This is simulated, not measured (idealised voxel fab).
Module name: voxel tone inversion (process module)
The figure presents cross-section cut, which has a width of 300 nm and is divided into square cells with an edge length of 5 nm.
Throughout this document, each cross-section is represented as a grid of square cells and is presented as a sequence of bands enumerated from the top downward, where a band comprises one or more rows of cells.
Basically the band line says how high the top is and how high the bottom is, in nm, and then what's in it from left to right, every material with its width in nm. Empty space shows up as "air", and if a single material carries "edge to edge" it runs the full band edge to edge.
Basically, 0 is our baseline, since under it the wafer straight out of the box is all one material. The bottom band has no lower end and keeps on going down, so it looks like "0 nm and below".
Width "30->40": first value at the band's top row of cells, second value at its bottom row, equal change from row to row.
"remained unchanged", as given for a step, is the statement that not any cell of the cross-section underwent a change during that step.
This entry, "Enclosed void inventory", enumerates those empty regions of no fewer than 8 cells that possess no open connection to the top. Each region is reported in the form width x height at distance, the distance being taken from the left edge, with all three quantities expressed in nm.
That trailing text on a step's line, after the settings, is the simulator's own remark on the step.
The line of a step may include "overlay nm". On a step with a mask, this value is how far to the right of its planned place the mask lay. A negative value means the mask lay to the left.
This section lists the process steps that were planned:
1 RECEIVE (material Si)
2 CONFORMAL_DEP (material SiCN; thk nm 10)
3 DIRECTIONAL_DEP (material polySi; thk nm 20)
4 PATTERN (tone cover; mask id POSTS; material resist; width nm 25; pitch nm 55; thk nm 30; overlay nm 0)
5 DIRECTIONAL_ETCH (etch materials polySi; depth nm 20)
6 STRIP (etch materials resist)
7 FILL_DEP (material SiO2; thk nm 10)
8 CMP (height nm 30)
9 STRIP (etch materials polySi)
10 CONFORMAL_DEP (material TiN; thk nm 5)
11 FILL_DEP (material Cu; thk nm 10)
12 CMP (height nm 30)
13 CONFORMAL_DEP (material SiN; thk nm 5)
first wafer, as planned:
Incoming wafer, cross-sectional view, post step 1:
	0 nm and below | Si edge to edge
	Enclosed void inventory: none
Step 2 complete: cross-section through the wafer:
	10 nm to 0 nm | SiCN edge to edge
	All layers under 0 are left as they were.
Step 3 complete: cross-section through the wafer:
	30 nm to 10 nm | polySi edge to edge
	All layers under 10 are left as they were.
Step 4 complete: cross-section through the wafer:
	60 nm to 30 nm | 55 of air, then 25 of resist, then 30 of air, then 25 of resist, then 30 of air, then 25 of resist, then 30 of air, then 25 of resist, then 55 of air
	All layers under 30 are left as they were.
Step 5 complete: cross-section through the wafer:
	60 nm to 30 nm | 55 of air, then 25 of resist, then 30 of air, then 25 of resist, then 30 of air, then 25 of resist, then 30 of air, then 25 of resist, then 55 of air
	30 nm to 10 nm | 55 of air, then 25 of polySi, then 30 of air, then 25 of polySi, then 30 of air, then 25 of polySi, then 30 of air, then 25 of polySi, then 55 of air
	All layers under 10 are left as they were.
Step 6 complete: cross-section through the wafer:
	30 nm to 10 nm | 55 of air, then 25 of polySi, then 30 of air, then 25 of polySi, then 30 of air, then 25 of polySi, then 30 of air, then 25 of polySi, then 55 of air
	All layers under 10 are left as they were.
Step 7 complete: cross-section through the wafer:
	40 nm to 30 nm | SiO2 edge to edge
	30 nm to 10 nm | 55 of SiO2, then 25 of polySi, then 30 of SiO2, then 25 of polySi, then 30 of SiO2, then 25 of polySi, then 30 of SiO2, then 25 of polySi, then 55 of SiO2
	All layers under 10 are left as they were.
Step 8 complete: cross-section through the wafer:
	30 nm to 10 nm | 55 of SiO2, then 25 of polySi, then 30 of SiO2, then 25 of polySi, then 30 of SiO2, then 25 of polySi, then 30 of SiO2, then 25 of polySi, then 55 of SiO2
	All layers under 10 are left as they were.
Step 9 complete: cross-section through the wafer:
	30 nm to 10 nm | 55 of SiO2, then 25 of air, then 30 of SiO2, then 25 of air, then 30 of SiO2, then 25 of air, then 30 of SiO2, then 25 of air, then 55 of SiO2
	All layers under 10 are left as they were.
Step 10 complete: cross-section through the wafer:
	35 nm to 30 nm | 60 of TiN, then 15 of air, then 40 of TiN, then 15 of air, then 40 of TiN, then 15 of air, then 40 of TiN, then 15 of air, then 60 of TiN
	30 nm to 15 nm | 55 of SiO2, then 5 of TiN, then 15 of air, then 5 of TiN, then 30 of SiO2, then 5 of TiN, then 15 of air, then 5 of TiN, then 30 of SiO2, then 5 of TiN, then 15 of air, then 5 of TiN, then 30 of SiO2, then 5 of TiN, then 15 of air, then 5 of TiN, then 55 of SiO2
	15 nm to 10 nm | 55 of SiO2, then 25 of TiN, then 30 of SiO2, then 25 of TiN, then 30 of SiO2, then 25 of TiN, then 30 of SiO2, then 25 of TiN, then 55 of SiO2
	All layers under 10 are left as they were.
Step 11 complete: cross-section through the wafer:
	45 nm to 35 nm | Cu edge to edge
	35 nm to 30 nm | 60 of TiN, then 15 of Cu, then 40 of TiN, then 15 of Cu, then 40 of TiN, then 15 of Cu, then 40 of TiN, then 15 of Cu, then 60 of TiN
	30 nm to 15 nm | 55 of SiO2, then 5 of TiN, then 15 of Cu, then 5 of TiN, then 30 of SiO2, then 5 of TiN, then 15 of Cu, then 5 of TiN, then 30 of SiO2, then 5 of TiN, then 15 of Cu, then 5 of TiN, then 30 of SiO2, then 5 of TiN, then 15 of Cu, then 5 of TiN, then 55 of SiO2
	All layers under 15 are left as they were.
Step 12 complete: cross-section through the wafer:
	30 nm to 15 nm | 55 of SiO2, then 5 of TiN, then 15 of Cu, then 5 of TiN, then 30 of SiO2, then 5 of TiN, then 15 of Cu, then 5 of TiN, then 30 of SiO2, then 5 of TiN, then 15 of Cu, then 5 of TiN, then 30 of SiO2, then 5 of TiN, then 15 of Cu, then 5 of TiN, then 55 of SiO2
	All layers under 15 are left as they were.
Step 13 complete: cross-section through the wafer:
	35 nm to 30 nm | SiN edge to edge
	All layers under 30 are left as they were.
Wafer two: like wafer one in start and plan, but with one mistake in execution; identical up to and including step 3:
Second wafer, cut view, end of step 4 per plan:
	60 nm to 30 nm | 60 of air, then 15 of resist, then 40 of air, then 15 of resist, then 40 of air, then 15 of resist, then 40 of air, then 15 of resist, then 60 of air
	All layers under 30 are left as they were.
Second wafer, cut view, end of step 5 per plan:
	60 nm to 30 nm | 60 of air, then 15 of resist, then 40 of air, then 15 of resist, then 40 of air, then 15 of resist, then 40 of air, then 15 of resist, then 60 of air
	30 nm to 10 nm | 60 of air, then 15 of polySi, then 40 of air, then 15 of polySi, then 40 of air, then 15 of polySi, then 40 of air, then 15 of polySi, then 60 of air
	All layers under 10 are left as they were.
Second wafer, cut view, end of step 6 per plan:
	30 nm to 10 nm | 60 of air, then 15 of polySi, then 40 of air, then 15 of polySi, then 40 of air, then 15 of polySi, then 40 of air, then 15 of polySi, then 60 of air
	All layers under 10 are left as they were.
Second wafer, cut view, end of step 7 per plan:
	40 nm to 30 nm | SiO2 edge to edge
	30 nm to 10 nm | 60 of SiO2, then 15 of polySi, then 40 of SiO2, then 15 of polySi, then 40 of SiO2, then 15 of polySi, then 40 of SiO2, then 15 of polySi, then 60 of SiO2
	All layers under 10 are left as they were.
Second wafer, cut view, end of step 8 per plan:
	30 nm to 10 nm | 60 of SiO2, then 15 of polySi, then 40 of SiO2, then 15 of polySi, then 40 of SiO2, then 15 of polySi, then 40 of SiO2, then 15 of polySi, then 60 of SiO2
	All layers under 10 are left as they were.
Second wafer, cut view, end of step 9 per plan:
	30 nm to 10 nm | 60 of SiO2, then 15 of air, then 40 of SiO2, then 15 of air, then 40 of SiO2, then 15 of air, then 40 of SiO2, then 15 of air, then 60 of SiO2
	All layers under 10 are left as they were.
Second wafer, cut view, end of step 10 per plan:
	35 nm to 30 nm | 65 of TiN, then 5 of air, then 50 of TiN, then 5 of air, then 50 of TiN, then 5 of air, then 50 of TiN, then 5 of air, then 65 of TiN
	30 nm to 15 nm | 60 of SiO2, then 5 of TiN, then 5 of air, then 5 of TiN, then 40 of SiO2, then 5 of TiN, then 5 of air, then 5 of TiN, then 40 of SiO2, then 5 of TiN, then 5 of air, then 5 of TiN, then 40 of SiO2, then 5 of TiN, then 5 of air, then 5 of TiN, then 60 of SiO2
	15 nm to 10 nm | 60 of SiO2, then 15 of TiN, then 40 of SiO2, then 15 of TiN, then 40 of SiO2, then 15 of TiN, then 40 of SiO2, then 15 of TiN, then 60 of SiO2
	All layers under 10 are left as they were.
Second wafer, cut view, end of step 11 per plan:
	45 nm to 35 nm | Cu edge to edge
	35 nm to 30 nm | 65 of TiN, then 5 of Cu, then 50 of TiN, then 5 of Cu, then 50 of TiN, then 5 of Cu, then 50 of TiN, then 5 of Cu, then 65 of TiN
	30 nm to 15 nm | 60 of SiO2, then 5 of TiN, then 5 of Cu, then 5 of TiN, then 40 of SiO2, then 5 of TiN, then 5 of Cu, then 5 of TiN, then 40 of SiO2, then 5 of TiN, then 5 of Cu, then 5 of TiN, then 40 of SiO2, then 5 of TiN, then 5 of Cu, then 5 of TiN, then 60 of SiO2
	All layers under 15 are left as they were.
Second wafer, cut view, end of step 12 per plan:
	30 nm to 15 nm | 60 of SiO2, then 5 of TiN, then 5 of Cu, then 5 of TiN, then 40 of SiO2, then 5 of TiN, then 5 of Cu, then 5 of TiN, then 40 of SiO2, then 5 of TiN, then 5 of Cu, then 5 of TiN, then 40 of SiO2, then 5 of TiN, then 5 of Cu, then 5 of TiN, then 60 of SiO2
	All layers under 15 are left as they were.
Second wafer, cut view, end of step 13 per plan:
	35 nm to 30 nm | SiN edge to edge
	All layers under 30 are left as they were.
what went wrong: not per plan at step 4, really ran PATTERN (tone cover; mask id POSTS; material resist; width nm 15; pitch nm 55; thk nm 30; overlay nm 0)
The second wafer ends with more or fewer cells of some materials than the first, per final count: Cu: 24 fewer; SiO2: 32 more; TiN: 8 fewer
